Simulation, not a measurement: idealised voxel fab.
Process module under the name voxel wiring stack
The cross-section shown here is cut; it is 285 nm wide and divided into square cells measuring 5 nm on a side.
Cross-section format: a grid of square cells, given as bands from top to bottom; each band is one or more rows of cells.
For a band, the entry starts with two heights in nm, that of the top and then that of the bottom, and carries on with the band's materials in order from left to right, each alongside its width in nm; the word "throughout" beside a single material means it fills the band edge to edge, and "air" means empty space.
Basically, 0 is our baseline, since under it the wafer straight out of the box is all one material. The bottom band has no lower end and keeps on going down, so it looks like "0 down".
You'd read "30->40" like this: the band's top row of cells is as wide as the first number, its bottom row is as wide as the second, and going down, every row changes width by the same amount as the row before did.
"remained the same" means the step left every cell of the cross-section as it was.
"Enclosed internal voids" specifies each empty space that is not open to the top and that occupies no fewer than 8 cells, using the form width x height at distance, the distance measured from the left edge and all three quantities in nm.
Formally, on a step line, whatever follows the settings is a remark that the simulator itself makes on the step.
"overlay nm" denotes, for a step that has a mask, the displacement of the mask to the right of its planned place, with negative values corresponding to the left.
What follows is a series of pairs. Each pair shows a cross-section before one process step and the cross-section after it, and the after view is drawn only down to the lowest band that changed. Beneath each pair is the step that lies between the two, with its settings. Pairs may come from different runs of this module on the same starting wafer, so a pair continues from the one above it only where its entry headed "Status before step" says so.
# Status before step
    165 to 130: resist 105, air 30, resist 15, air 30, resist 105
    130 to 115: aC throughout
    115 to 100: SiO2 throughout
    100 to 95: SiN throughout
    95 to 85: lowk 105, Ru 15, lowk 165
    85 to 80: SiCN 105, Ru 15, SiCN 165
    80 to 65: SiO2 105, TiN 5, Cu 20, TiN 5, SiO2 15, TiN 5, Cu 20, TiN 5, SiO2 105
    65 to 60: SiCN 105, TiN 30, SiCN 15, TiN 30, SiCN 105
    60 to 40: W 100, TiN 5, lowk 15, TiN 5, W 160
    40 to 35: TiN 105, SiCN 15, TiN 165
    35 to 20: SiO2 100, SiCN 5, Ru 30, SiCN 5, SiO2 5, SiCN 5, Ru 30, SiCN 5, SiO2 100
    20 to 15: SiCN 105, TiN 30, SiCN 15, TiN 30, SiCN 105
    15 to 0: SiO2 throughout
    0 down: Si throughout
    Enclosed internal voids: none
# Post-Process Section
    150 to 130: resist 105, air 30, resist 15, air 30, resist 105
    130 to 115: aC 105, air 30, aC 15, air 30, aC 105
    Unchanged below 115.
    Enclosed internal voids: none
Between before and after above, the operation and settings are DIRECTIONAL_ETCH [etch materials aC] [depth nm 15]
Status before step: check the pair just above; its after cross-section is our before state.
# Post-Process Section
    130 to 115: aC 105, air 30, aC 15, air 30, aC 105
    Unchanged below 115.
    Enclosed internal voids: none
Between before and after above, the operation and settings are STRIP [etch materials resist]
Status before step: check the pair just above; its after cross-section is our before state.
# Post-Process Section
    130 to 115: aC 105, air 30, aC 15, air 30, aC 105
    115 to 100: SiO2 105, air 30, SiO2 15, air 30, SiO2 105
    Unchanged below 100.
    Enclosed internal voids: none
Between before and after above, the operation and settings are DIRECTIONAL_ETCH [etch materials SiO2] [depth nm 15]
Status before step: check the pair just above; its after cross-section is our before state.
# Post-Process Section
    130 to 115: aC 105, air 30, aC 15, air 30, aC 105
    115 to 100: SiO2 105, air 30, SiO2 15, air 30, SiO2 105
    100 to 95: SiN 105, air 30, SiN 15, air 30, SiN 105
    Unchanged below 95.
    Enclosed internal voids: none
Between before and after above, the operation and settings are DIRECTIONAL_ETCH [etch materials SiN] [depth nm 5]
Status before step: check the pair just above; its after cross-section is our before state.
# Post-Process Section
    115 to 100: SiO2 105, air 30, SiO2 15, air 30, SiO2 105
    Unchanged below 100.
    Enclosed internal voids: none
Between before and after above, the operation and settings are STRIP [etch materials aC]
Status before step: check the pair just above; its after cross-section is our before state.
# Post-Process Section
    120 to 115: TiN 110, air 20, TiN 25, air 20, TiN 110
    115 to 100: SiO2 105, TiN 5, air 20, TiN 5, SiO2 15, TiN 5, air 20, TiN 5, SiO2 105
    100 to 95: SiN 105, TiN 30, SiN 15, TiN 30, SiN 105
    Unchanged below 95.
    Enclosed internal voids: none
Between before and after above, the operation and settings are CONFORMAL_DEP [material TiN] [thk nm 5]
Status before step: check the pair just above; its after cross-section is our before state.
# Post-Process Section
    130 to 120: Ru throughout
    120 to 115: TiN 110, Ru 20, TiN 25, Ru 20, TiN 110
    115 to 100: SiO2 105, TiN 5, Ru 20, TiN 5, SiO2 15, TiN 5, Ru 20, TiN 5, SiO2 105
    Unchanged below 100.
    Enclosed internal voids: none
Between before and after above, the operation and settings are FILL_DEP [material Ru] [thk nm 10]
Status before step: check the pair just above; its after cross-section is our before state.
# Post-Process Section
    115 to 100: SiO2 105, TiN 5, Ru 20, TiN 5, SiO2 15, TiN 5, Ru 20, TiN 5, SiO2 105
    Unchanged below 100.
    Enclosed internal voids: none
Between before and after above, the operation and settings are CMP [height nm 115]
Status before step: check the pair just above; its after cross-section is our before state.
# Post-Process Section
    120 to 115: SiCN throughout
    Unchanged below 115.
    Enclosed internal voids: none
Between before and after above, the operation and settings are CONFORMAL_DEP [material SiCN] [thk nm 5]
Status before step: check the pair just above; its after cross-section is our before state.
# Post-Process Section
    150 to 120: lowk throughout
    Unchanged below 120.
    Enclosed internal voids: none
Between before and after above, the operation and settings are DIRECTIONAL_DEP [material lowk] [thk nm 30]
Status before step: check the pair just above; its after cross-section is our before state.
# Post-Process Section
    170 to 150: resist 105, air 15, resist 165
    Unchanged below 150.
    Enclosed internal voids: none
Between before and after above, the operation and settings are PATTERN [tone open] [mask id METAL_4_HOLES] [material resist] [width nm 15] [thk nm 20] [overlay nm 0]
Status before step: check the pair just above; its after cross-section is our before state.
# Post-Process Section
    170 to 150: resist 105, air 15, resist 165
    150 to 120: lowk 105, air 15, lowk 165
    Unchanged below 120.
    Enclosed internal voids: none
Between before and after above, the operation and settings are DIRECTIONAL_ETCH [etch materials lowk] [depth nm 30]
Status before step: check the pair just above; its after cross-section is our before state.
# Post-Process Section
    150 to 120: lowk 105, air 15, lowk 165
    Unchanged below 120.
    Enclosed internal voids: none
Between before and after above, the operation and settings are STRIP [etch materials resist]
Status before step: check the pair just above; its after cross-section is our before state.
# Post-Process Section
    165 to 150: resist 105, air 30, resist 15, air 30, resist 105
    Unchanged below 150.
    Enclosed internal voids: none
Between before and after above, the operation and settings are PATTERN [tone open] [mask id METAL_4] [material resist] [width nm 30] [pitch nm 45] [thk nm 15] [overlay nm 0]
Status before step: check the pair just above; its after cross-section is our before state.
# Post-Process Section
    165 to 150: resist 105, air 30, resist 15, air 30, resist 105
    150 to 130: lowk 105, air 30, lowk 15, air 30, lowk 105
    Unchanged below 130.
    Enclosed internal voids: none
Between before and after above, the operation and settings are DIRECTIONAL_ETCH [etch materials lowk] [depth nm 20]
Status before step: check the pair just above; its after cross-section is our before state.
# Post-Process Section
    165 to 150: resist 105, air 30, resist 15, air 30, resist 105
    150 to 130: lowk 105, air 30, lowk 15, air 30, lowk 105
    130 to 120: lowk 105, air 15, lowk 165
    120 to 115: SiCN 105, air 15, SiCN 165
    Unchanged below 115.
    Enclosed internal voids: none
Between before and after above, the operation and settings are DIRECTIONAL_ETCH [etch materials SiCN] [depth nm 5]
Status before step: check the pair just above; its after cross-section is our before state.
# Post-Process Section
    150 to 130: lowk 105, air 30, lowk 15, air 30, lowk 105
    Unchanged below 130.
    Enclosed internal voids: none
Between before and after above, the operation and settings are STRIP [etch materials resist]
Status before step: check the pair just above; its after cross-section is our before state.
# Post-Process Section
    155 to 150: TiN 110, air 20, TiN 25, air 20, TiN 110
    150 to 135: lowk 105, TiN 5, air 20, TiN 5, lowk 15, TiN 5, air 20, TiN 5, lowk 105
    135 to 130: lowk 105, TiN 5, air 5, TiN 20, lowk 15, TiN 30, lowk 105
    130 to 120: lowk 105, TiN 5, air 5, TiN 5, lowk 165
    120 to 115: SiCN 105, TiN 15, SiCN 165
    Unchanged below 115.
    Enclosed internal voids: none
Between before and after above, the operation and settings are CONFORMAL_DEP [material TiN] [thk nm 5]
Status before step: check the pair just above; its after cross-section is our before state.
# Post-Process Section
    160 to 155: Cu throughout
    155 to 150: TiN 110, Cu 20, TiN 25, Cu 20, TiN 110
    150 to 135: lowk 105, TiN 5, Cu 20, TiN 5, lowk 15, TiN 5, Cu 20, TiN 5, lowk 105
    135 to 130: lowk 105, TiN 5, Cu 5, TiN 20, lowk 15, TiN 30, lowk 105
    130 to 120: lowk 105, TiN 5, Cu 5, TiN 5, lowk 165
    Unchanged below 120.
    Enclosed internal voids: none
Between before and after above, the operation and settings are FILL_DEP [material Cu] [thk nm 5]
Status before step: check the pair just above; its after cross-section is our before state.
# Post-Process Section
    150 to 135: lowk 105, TiN 5, Cu 20, TiN 5, lowk 15, TiN 5, Cu 20, TiN 5, lowk 105
    Unchanged below 135.
    Enclosed internal voids: none
Between before and after above, the operation and settings are CMP [height nm 150]
Status before step: check the pair just above; its after cross-section is our before state.
# Post-Process Section
    155 to 150: SiN throughout
    Unchanged below 150.
    Enclosed internal voids: none
Between before and after above, the operation and settings are CONFORMAL_DEP [material SiN] [thk nm 5]
